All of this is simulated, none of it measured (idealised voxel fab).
process module | voxel wiring stack
cross-section cut | 180 nm wide | cells 5 nm
A cross-section is a grid of square cells, given in bands from the top down. A band is one or more rows of cells.
Each band's line starts with the height of the band's top and of its bottom, in nm. Then come its materials from left to right, each with its width in nm. One material with "throughout" fills the band from edge to edge. "air" is empty space.
Height 0 is the level under which the wafer as received is all one material. The lowest band goes on downwards, as in "0 down".
A width such as "30 to 40" changes by the same amount from each row of cells to the next, from the band's top row to its bottom row.
"no change" after a step means that no cell of the cross-section changed.
closed voids: empty space of 8 cells or more with no open way to the top, each as width x height at its distance from the left edge, in nm
after a step's settings: what the simulator itself notes on the step
overlay nm, on a step with a mask: how far to the right of its planned place the mask lay; to the left if negative
plan
1 op RECEIVE | material Si
2 op CONFORMAL_DEP | material SiO2 | thk nm 10
3 op DIRECTIONAL_DEP | material TiN | thk nm 5
4 op DIRECTIONAL_DEP | material Ru | thk nm 15
5 op DIRECTIONAL_DEP | material aC | thk nm 15
6 op PATTERN | tone cover | mask id METAL_1 | material resist | width nm 20 | pitch nm 50 | thk nm 35 | overlay nm 0
7 op DIRECTIONAL_ETCH | etch materials aC | depth nm 15
8 op STRIP | etch materials resist
9 op DIRECTIONAL_ETCH | etch materials Ru | depth nm 15
10 op DIRECTIONAL_ETCH | etch materials TiN | depth nm 5
11 op STRIP | etch materials aC
12 op FILL_DEP | material SiO2 | thk nm 10
13 op CMP | height nm 30
14 op CONFORMAL_DEP | material SiCN | thk nm 5
15 op DIRECTIONAL_DEP | material lowk | thk nm 15
16 op MASKED_ETCH | tone open | mask id PLUG_1 | width nm 15 | pitch nm 100 | etch materials lowk | depth nm 15 | overlay nm 0
17 op MASKED_ETCH | tone open | mask id PLUG_1 | width nm 15 | pitch nm 100 | etch materials SiCN | depth nm 5 | overlay nm 0
18 op CONFORMAL_DEP | material TiN | thk nm 5
19 op FILL_DEP | material Cu | thk nm 10
20 op CMP | height nm 50
21 op CONFORMAL_DEP | material SiCN | thk nm 5
22 op DIRECTIONAL_DEP | material SiO2 | thk nm 15
23 op MASKED_ETCH | tone open | mask id METAL_2 | width nm 20 | pitch nm 50 | etch materials SiO2 | depth nm 15 | overlay nm -15
24 op MASKED_ETCH | tone open | mask id METAL_2 | width nm 20 | pitch nm 50 | etch materials SiCN | depth nm 5 | overlay nm 0
25 op CONFORMAL_DEP | material TiN | thk nm 5
26 op FILL_DEP | material Ru | thk nm 5
27 op CMP | height nm 70
28 op CONFORMAL_DEP | material SiCN | thk nm 5
29 op DIRECTIONAL_DEP | material SiO2 | thk nm 15
30 op MASKED_ETCH | tone open | mask id PLUG_2 | width nm 15 | pitch nm 100 | etch materials SiO2 | depth nm 15 | overlay nm 0
31 op MASKED_ETCH | tone open | mask id PLUG_2 | width nm 15 | pitch nm 100 | etch materials SiCN | depth nm 5 | overlay nm 0
32 op EPI | material Ru | thk nm 10
33 op EPI | material Ru | thk nm 10
34 op CONFORMAL_DEP | material SiN | thk nm 5
35 op DIRECTIONAL_DEP | material lowk | thk nm 15
36 op MASKED_ETCH | tone open | mask id METAL_3 | width nm 20 | pitch nm 50 | etch materials lowk | depth nm 15 | overlay nm 0
37 op MASKED_ETCH | tone open | mask id METAL_3 | width nm 20 | pitch nm 50 | etch materials SiN | depth nm 5 | overlay nm 0
38 op CONFORMAL_DEP | material TiN | thk nm 5
39 op FILL_DEP | material Cu | thk nm 10
40 op CMP | height nm 110
41 op EPI | material Ru | thk nm 5
42 op FILL_DEP | material SiCN | thk nm 5
43 op DIRECTIONAL_DEP | material SiO2 | thk nm 25
44 op MASKED_ETCH | tone open | mask id METAL_4 | width nm 20 | pitch nm 50 | etch materials SiO2 | depth nm 15 | overlay nm 0
45 op MASKED_ETCH | tone open | mask id METAL_4_HOLES | width nm 15 | pitch nm 50 | etch materials SiO2 | depth nm 10 | overlay nm 0
46 op MASKED_ETCH | tone open | mask id METAL_4_HOLES | width nm 15 | pitch nm 50 | etch materials SiCN | depth nm 5 | overlay nm 0
47 op CONFORMAL_DEP | material TiN | thk nm 5
48 op FILL_DEP | material Cu | thk nm 10
49 op CMP | height nm 145
50 op CONFORMAL_DEP | material SiN | thk nm 5
varied across the wafers: overlay nm of step 23. The plan shows the first wafer's value. All wafers start alike
first wafer as received, after step 1
  0 down: Si throughout
  closed voids: none
first wafer at the end, after step 50
  150 to 145: SiN throughout
  145 to 135: SiO2 30 | TiN 5 | Cu 10 | TiN 5 | SiO2 30 | TiN 5 | Cu 10 | TiN 5 | SiO2 30 | TiN 5 | Cu 10 | TiN 5 | SiO2 30
  135 to 130: SiO2 30 | TiN 5 | Cu 5 | TiN 10 | SiO2 30 | TiN 5 | Cu 5 | TiN 10 | SiO2 30 | TiN 5 | Cu 5 | TiN 10 | SiO2 30
  130 to 120: SiO2 30 | TiN 5 | Cu 5 | TiN 5 | SiO2 35 | TiN 5 | Cu 5 | TiN 5 | SiO2 35 | TiN 5 | Cu 5 | TiN 5 | SiO2 35
  120 to 115: SiCN 30 | TiN 15 | SiCN 35 | TiN 15 | SiCN 35 | TiN 15 | SiCN 35
  115 to 110: SiCN 25 | Ru 30 | SiCN 20 | Ru 30 | SiCN 20 | Ru 30 | SiCN 25
  110 to 95: lowk 30 | TiN 5 | Cu 10 | TiN 5 | lowk 30 | TiN 5 | Cu 10 | TiN 5 | lowk 30 | TiN 5 | Cu 10 | TiN 5 | lowk 30
  95 to 90: SiN 30 | TiN 20 | SiN 30 | TiN 20 | SiN 30 | TiN 20 | SiN 30
  90 to 75: SiO2 30 | Ru 15 | SiO2 85 | Ru 15 | SiO2 35
  75 to 70: SiCN 30 | Ru 15 | SiCN 85 | Ru 15 | SiCN 35
  70 to 60: SiO2 15 | TiN 5 | Ru 10 | TiN 5 | SiO2 30 | TiN 5 | Ru 10 | TiN 5 | SiO2 30 | TiN 5 | Ru 10 | TiN 5 | SiO2 45
  60 to 55: SiO2 15 | TiN 20 | SiO2 30 | TiN 20 | SiO2 30 | TiN 20 | SiO2 45
  55 to 50: SiCN 30 | TiN 5 | SiCN 45 | TiN 5 | SiCN 45 | TiN 5 | SiCN 45
  50 to 35: lowk 30 | TiN 5 | Cu 5 | TiN 5 | lowk 85 | TiN 5 | Cu 5 | TiN 5 | lowk 35
  35 to 30: SiCN 30 | TiN 15 | SiCN 85 | TiN 15 | SiCN 35
  30 to 15: SiO2 30 | Ru 20 | SiO2 30 | Ru 20 | SiO2 30 | Ru 20 | SiO2 30
  15 to 10: SiO2 30 | TiN 20 | SiO2 30 | TiN 20 | SiO2 30 | TiN 20 | SiO2 30
  10 to 0: SiO2 throughout
  0 down: Si throughout
  closed voids: none
last wafer at the end
  150 to 145: SiN throughout
  145 to 135: SiO2 30 | TiN 5 | Cu 10 | TiN 5 | SiO2 30 | TiN 5 | Cu 10 | TiN 5 | SiO2 30 | TiN 5 | Cu 10 | TiN 5 | SiO2 30
  135 to 130: SiO2 30 | TiN 5 | Cu 5 | TiN 10 | SiO2 30 | TiN 5 | Cu 5 | TiN 10 | SiO2 30 | TiN 5 | Cu 5 | TiN 10 | SiO2 30
  130 to 120: SiO2 30 | TiN 5 | Cu 5 | TiN 5 | SiO2 35 | TiN 5 | Cu 5 | TiN 5 | SiO2 35 | TiN 5 | Cu 5 | TiN 5 | SiO2 35
  120 to 115: SiCN 30 | TiN 15 | SiCN 35 | TiN 15 | SiCN 35 | TiN 15 | SiCN 35
  115 to 110: SiCN 25 | Ru 30 | SiCN 20 | Ru 30 | SiCN 20 | Ru 30 | SiCN 25
  110 to 95: lowk 30 | TiN 5 | Cu 10 | TiN 5 | lowk 30 | TiN 5 | Cu 10 | TiN 5 | lowk 30 | TiN 5 | Cu 10 | TiN 5 | lowk 30
  95 to 90: SiN 30 | TiN 20 | SiN 30 | TiN 20 | SiN 30 | TiN 20 | SiN 30
  90 to 75: SiO2 30 | SiN 5 | TiN 5 | SiN 5 | SiO2 85 | SiN 5 | TiN 5 | SiN 5 | SiO2 35
  75 to 70: SiCN 30 | SiN 5 | TiN 5 | SiN 5 | SiCN 85 | SiN 5 | TiN 5 | SiN 5 | SiCN 35
  70 to 60: SiO2 45 | TiN 5 | Ru 10 | TiN 5 | SiO2 30 | TiN 5 | Ru 10 | TiN 5 | SiO2 30 | TiN 5 | Ru 10 | TiN 5 | SiO2 15
  60 to 55: SiO2 45 | TiN 20 | SiO2 30 | TiN 20 | SiO2 30 | TiN 20 | SiO2 15
  55 to 50: SiCN 45 | TiN 5 | SiCN 45 | TiN 5 | SiCN 45 | TiN 5 | SiCN 30
  50 to 35: lowk 30 | TiN 5 | Cu 5 | TiN 5 | lowk 85 | TiN 5 | Cu 5 | TiN 5 | lowk 35
  35 to 30: SiCN 30 | TiN 15 | SiCN 85 | TiN 15 | SiCN 35
  30 to 15: SiO2 30 | Ru 20 | SiO2 30 | Ru 20 | SiO2 30 | Ru 20 | SiO2 30
  15 to 10: SiO2 30 | TiN 20 | SiO2 30 | TiN 20 | SiO2 30 | TiN 20 | SiO2 30
  10 to 0: SiO2 throughout
  0 down: Si throughout
  closed voids: none
each wafer at the end: cells of each material gained (+) or lost (-) since it was received, then its closed voids
overlay nm -15 | +45 Cu | +90 Ru | +138 SiCN | +60 SiN | +456 SiO2 | +129 TiN | +162 lowk | closed voids: none
overlay nm -10 | +45 Cu | +90 Ru | +135 SiCN | +60 SiN | +456 SiO2 | +132 TiN | +162 lowk | closed voids: none
overlay nm -5 | +45 Cu | +93 Ru | +132 SiCN | +60 SiN | +456 SiO2 | +132 TiN | +162 lowk | closed voids: none
overlay nm 0 | +45 Cu | +96 Ru | +129 SiCN | +60 SiN | +456 SiO2 | +132 TiN | +162 lowk | closed voids: none
overlay nm 5 | +45 Cu | +93 Ru | +132 SiCN | +60 SiN | +456 SiO2 | +132 TiN | +162 lowk | closed voids: none
overlay nm 10 | +45 Cu | +90 Ru | +135 SiCN | +60 SiN | +456 SiO2 | +132 TiN | +162 lowk | closed voids: none
overlay nm 15 | +45 Cu | +66 Ru | +138 SiCN | +76 SiN | +456 SiO2 | +137 TiN | +162 lowk | closed voids: none
